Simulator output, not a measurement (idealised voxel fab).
The document below concerns the process module designated voxel transistor to metal.
Cross-section cut: width 195 nm, square cells of 5 nm.
Reading order for cross-sections: top band down to bottom band. Underlying form: a grid of square cells. Band size: one or more rows of cells.
Band: top height; bottom height; in nm. Then, left to right: material with width in nm, for each material. "everywhere": a single material spanning edge to edge. "empty": empty space.
All heights in this document are referenced to 0, defined as the level beneath which the wafer, as received, consists entirely of one material. The lowest band is not bounded below; it extends indefinitely downward and is written in the form "0 nm and below".
Per-row width for "30 to 40": begins at first number (top row of band), ends at second number (bottom row), increment between rows held constant.
"all unchanged" for a step: no cell of the cross-section changed in that step.
In the "Closed void list" entry, you get each enclosed empty space of 8 cells or more, one with no open way to the top, written width x height at distance, distance from the left edge, in nm.
Text after the settings on a step's line: the simulator's own remark on that step.
A step line may carry the setting "overlay nm", which, for steps involving a mask, states the distance by which the mask lay to the right of its intended position; negative values denote displacement to the left.
### Listed below are the process steps as planned
| 1 | RECEIVE [material Si] |
| 2 | CONFORMAL_DEP [material SiO2] [thk nm 5] |
| 3 | CONFORMAL_DEP [material SiN] [thk nm 15] |
| 4 | DIRECTIONAL_DEP [material aC] [thk nm 15] |
| 5 | PATTERN [tone cover] [mask id ACTIVE] [material resist] [width nm 95] [thk nm 30] [overlay nm 0] |
| 6 | DIRECTIONAL_ETCH [etch materials aC] [depth nm 15] |
| 7 | STRIP [etch materials resist] |
| 8 | DIRECTIONAL_ETCH [etch materials SiN] [depth nm 15] |
| 9 | DIRECTIONAL_ETCH [etch materials SiO2] [depth nm 5] |
| 10 | DIRECTIONAL_ETCH [etch materials Si] [depth nm 25] |
| 11 | STRIP [etch materials aC] |
| 12 | OXIDIZE [depth nm 5] |
| 13 | FILL_DEP [material SiO2] [thk nm 10] |
| 14 | CMP [height nm 20] |
| 15 | SELECTIVE_ETCH [etch materials SiO2] [depth nm 15] |
| 16 | STRIP [etch materials SiN] |
| 17 | SELECTIVE_ETCH [etch materials SiO2] [depth nm 5] |
| 18 | OXIDIZE [depth nm 5] |
| 19 | DIRECTIONAL_DEP [material polySi] [thk nm 30] |
| 20 | DIRECTIONAL_DEP [material SiCN] [thk nm 10] |
| 21 | MASKED_ETCH [tone cover] [mask id GATE] [width nm 25] [etch materials SiCN] [depth nm 20] [overlay nm 0] |
| 22 | MASKED_ETCH [tone cover] [mask id GATE] [width nm 25] [etch materials polySi] [depth nm 40] [overlay nm 0] |
| 23 | CONFORMAL_DEP [material SiO2] [thk nm 5] |
| 24 | DIRECTIONAL_ETCH [etch materials SiO2] [depth nm 5] |
| 25 | CONFORMAL_DEP [material SiN] [thk nm 10] |
| 26 | DIRECTIONAL_ETCH [etch materials SiN] [depth nm 10] |
| 27 | DIRECTIONAL_ETCH [etch materials SiO2] [depth nm 5] |
| 28 | DIRECTIONAL_ETCH [etch materials Si] [depth nm 10] |
| 29 | EPI [material SiGe] [thk nm 10] |
| 30 | FILL_DEP [material SiO2] [thk nm 5] |
| 31 | CMP [height nm 40] |
| 32 | DIRECTIONAL_DEP [material SiO2] [thk nm 15] |
| 33 | DIRECTIONAL_DEP [material aC] [thk nm 10] |
| 34 | PATTERN [tone open] [mask id CONTACT] [material resist] [width nm 15] [pitch nm 70] [thk nm 25] [overlay nm 0] |
| 35 | DIRECTIONAL_ETCH [etch materials aC] [depth nm 10] |
| 36 | STRIP [etch materials resist] |
| 37 | DIRECTIONAL_ETCH [etch materials SiO2] [depth nm 60] |
| 38 | STRIP [etch materials aC] |
| 39 | CONFORMAL_DEP [material TiN] [thk nm 5] |
| 40 | FILL_DEP [material Ru] [thk nm 5] |
| 41 | CMP [height nm 55] |
| 42 | CONFORMAL_DEP [material SiN] [thk nm 5] |
| 43 | DIRECTIONAL_DEP [material lowk] [thk nm 20] |
| 44 | PATTERN [tone open] [mask id METAL_1] [material resist] [width nm 15] [pitch nm 70] [thk nm 20] [overlay nm 0] |
| 45 | DIRECTIONAL_ETCH [etch materials lowk] [depth nm 20] |
| 46 | DIRECTIONAL_ETCH [etch materials SiN] [depth nm 5] |
| 47 | STRIP [etch materials resist] |
| 48 | CONFORMAL_DEP [material TiN] [thk nm 5] |
| 49 | FILL_DEP [material W] [thk nm 10] |
| 50 | CMP [height nm 80] |
| 51 | CONFORMAL_DEP [material SiCN] [thk nm 5] |
| 52 | DIRECTIONAL_DEP [material lowk] [thk nm 35] |
| 53 | PATTERN [tone open] [mask id METAL_2] [material resist] [width nm 15] [pitch nm 70] [thk nm 15] [overlay nm 0] |
| 54 | DIRECTIONAL_ETCH [etch materials lowk] [depth nm 20] |
| 55 | STRIP [etch materials resist] |
| 56 | PATTERN [tone open] [mask id METAL_2_HOLES] [material resist] [width nm 15] [pitch nm 70] [thk nm 20] [overlay nm 0] |
| 57 | DIRECTIONAL_ETCH [etch materials lowk] [depth nm 15] |
| 58 | DIRECTIONAL_ETCH [etch materials SiCN] [depth nm 5] |
| 59 | STRIP [etch materials resist] |
| 60 | CONFORMAL_DEP [material TiN] [thk nm 5] |
| 61 | FILL_DEP [material Cu] [thk nm 5] |
| 62 | CMP [height nm 120] |
| 63 | CONFORMAL_DEP [material SiCN] [thk nm 5] |
### Wafer cross-section on receipt, i.e. after step 1
  0 nm and below | Si everywhere
  Closed void list: none
### End-of-module XS, first of two wafers, run as planned
  125 nm to 120 nm | SiCN everywhere
  120 nm to 85 nm | lowk=55, TiN=5, Cu=5, TiN=5, lowk=55, TiN=5, Cu=5, TiN=5, lowk=55
  85 nm to 80 nm | SiCN=55, TiN=15, SiCN=55, TiN=15, SiCN=55
  80 nm to 60 nm | lowk=55, TiN=5, W=5, TiN=5, lowk=55, TiN=5, W=5, TiN=5, lowk=55
  60 nm to 55 nm | SiN=55, TiN=15, SiN=55, TiN=15, SiN=55
  55 nm to 40 nm | SiO2=55, TiN=5, Ru=5, TiN=5, SiO2=55, TiN=5, Ru=5, TiN=5, SiO2=55
  40 nm to 30 nm | SiO2=55, TiN=5, Ru=5, TiN=5, SiN=10, SiO2=5, SiCN=25, SiO2=5, SiN=10, TiN=5, Ru=5, TiN=5, SiO2=55
  30 nm to 10 nm | SiO2=55, TiN=5, Ru=5, TiN=5, SiN=10, SiO2=5, polySi=25, SiO2=5, SiN=10, TiN=5, Ru=5, TiN=5, SiO2=55
  10 nm to 5 nm | SiO2=55, TiN=15, SiN=10, SiO2=5, polySi=25, SiO2=5, SiN=10, TiN=15, SiO2=55
  5 nm to 0 nm | SiO2=55, TiN=5, SiGe=10, SiN=10, SiO2=5, polySi=25, SiO2=5, SiN=10, SiGe=10, TiN=5, SiO2=55
  0 nm to -5 nm | SiO2=55, TiN=5, SiGe=10, SiO2=55, SiGe=10, TiN=5, SiO2=55
  -5 nm to -15 nm | SiO2=55, SiGe=15, Si=55, SiGe=15, SiO2=55
  -15 nm to -30 nm | SiO2=55, Si=85, SiO2=55
  -30 nm and below | Si everywhere
  Closed void list: none
### Second of two wafers, module complete, sectioned: it shares the first wafer's start and plan but was run with one mistake
  125 nm to 120 nm | SiCN everywhere
  120 nm to 85 nm | lowk=55, TiN=5, Cu=5, TiN=5, lowk=55, TiN=5, Cu=5, TiN=5, lowk=55
  85 nm to 80 nm | SiCN=55, TiN=15, SiCN=55, TiN=15, SiCN=55
  80 nm to 60 nm | W=50, TiN=5, lowk=15, TiN=5, W=45, TiN=5, lowk=15, TiN=5, W=50
  60 nm to 55 nm | TiN=55, SiN=15, TiN=55, SiN=15, TiN=55
  55 nm to 40 nm | SiO2=55, TiN=5, Ru=5, TiN=5, SiO2=55, TiN=5, Ru=5, TiN=5, SiO2=55
  40 nm to 30 nm | SiO2=55, TiN=5, Ru=5, TiN=5, SiN=10, SiO2=5, SiCN=25, SiO2=5, SiN=10, TiN=5, Ru=5, TiN=5, SiO2=55
  30 nm to 10 nm | SiO2=55, TiN=5, Ru=5, TiN=5, SiN=10, SiO2=5, polySi=25, SiO2=5, SiN=10, TiN=5, Ru=5, TiN=5, SiO2=55
  10 nm to 5 nm | SiO2=55, TiN=15, SiN=10, SiO2=5, polySi=25, SiO2=5, SiN=10, TiN=15, SiO2=55
  5 nm to 0 nm | SiO2=55, TiN=5, SiGe=10, SiN=10, SiO2=5, polySi=25, SiO2=5, SiN=10, SiGe=10, TiN=5, SiO2=55
  0 nm to -5 nm | SiO2=55, TiN=5, SiGe=10, SiO2=55, SiGe=10, TiN=5, SiO2=55
  -5 nm to -15 nm | SiO2=55, SiGe=15, Si=55, SiGe=15, SiO2=55
  -15 nm to -30 nm | SiO2=55, Si=85, SiO2=55
  -30 nm and below | Si everywhere
  Closed void list: none
what went wrong: step 44 was run on a setting that differed from the plan, and what really ran there is PATTERN [tone cover] [mask id METAL_1] [material resist] [width nm 15] [pitch nm 70] [thk nm 20] [overlay nm 0]
Count the cells at the end and the second wafer has more or fewer of some materials than the first: SiN -27; TiN +27; W +108; lowk -108
